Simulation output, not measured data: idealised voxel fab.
Process module, titled voxel quadruple lines
Square cells of 5 nm make up the cross-section cut, whose width is 295 nm.
The cross-sections in this document take the form of a grid made of square cells. They are written out as bands, in order from top to bottom. Each band consists of one or more rows of cells.
Each band's line starts with the height of the band's top and of its bottom, in nm. Then come its materials from left to right, each with its width in nm. One material with "edge to edge" fills the band from edge to edge. "blank" is empty space.
Basically, 0 is our baseline, since under it the wafer straight out of the box is all one material. The bottom band has no lower end and keeps on going down, so it looks like "0..down".
When a width is written as two numbers, as in "30..40", the first number is the width in the top row of cells of the band and the second is the width in its bottom row, and the width changes by the same amount from each row to the next.
Given "no alterations made" for a step, no cell of the cross-section differs between before and after that step.
"Closed void listing" enumerates empty spaces isolated from the top, with no open way to it, that contain at least 8 cells, giving each as width x height at distance from the left edge, all three in nm.
On each step's line, the part that comes after the settings is the simulator's own comment on the step.
The line of a step may include "overlay nm". On a step with a mask, this value is how far to the right of its planned place the mask lay. A negative value means the mask lay to the left.
## Listed below are the process steps as planned
1) RECEIVE with material Si
2) CONFORMAL_DEP with material Al2O3, thk nm 5
3) DIRECTIONAL_DEP with material TiN, thk nm 15
4) DIRECTIONAL_DEP with material polySi, thk nm 20
5) DIRECTIONAL_DEP with material aC, thk nm 20
6) PATTERN with tone cover, mask id MANDREL, material resist, width nm 20, thk nm 30, overlay nm 0
7) DIRECTIONAL_ETCH with etch materials aC, depth nm 20
8) STRIP with etch materials resist
9) CONFORMAL_DEP with material SiO2, thk nm 10
10) DIRECTIONAL_ETCH with etch materials SiO2, depth nm 10
11) STRIP with etch materials aC
12) DIRECTIONAL_ETCH with etch materials polySi, depth nm 20
13) STRIP with etch materials SiO2
14) CONFORMAL_DEP with material SiCN, thk nm 5
15) DIRECTIONAL_ETCH with etch materials SiCN, depth nm 5
16) STRIP with etch materials polySi
17) DIRECTIONAL_ETCH with etch materials TiN, depth nm 15
18) STRIP with etch materials SiCN
## As-received state of the wafer in cross-section, equivalent to post-step 1
	0..down | Si edge to edge
	Closed void listing: none
## First of two wafers, end-of-module section, run followed plan
	20..5 | blank 120  TiN 5  blank 10  TiN 5  blank 10  TiN 5  blank 10  TiN 5  blank 125
	5..0 | Al2O3 edge to edge
	0..down | Si edge to edge
	Closed void listing: none
## Wafer two, end of module, cross-section. Same start, same plan as wafer one. One mistake in the run
	20..5 | blank 130  TiN 5  blank 10  TiN 5  blank 10  TiN 5  blank 10  TiN 5  blank 115
	5..0 | Al2O3 edge to edge
	0..down | Si edge to edge
	Closed void listing: none
Diagnosis: step 6 ran as: PATTERN with tone cover, mask id MANDREL, material resist, width nm 20, thk nm 30, overlay nm 10
So at the finish, the second wafer's got exactly as many cells of each material as the first, just not in the same spots.
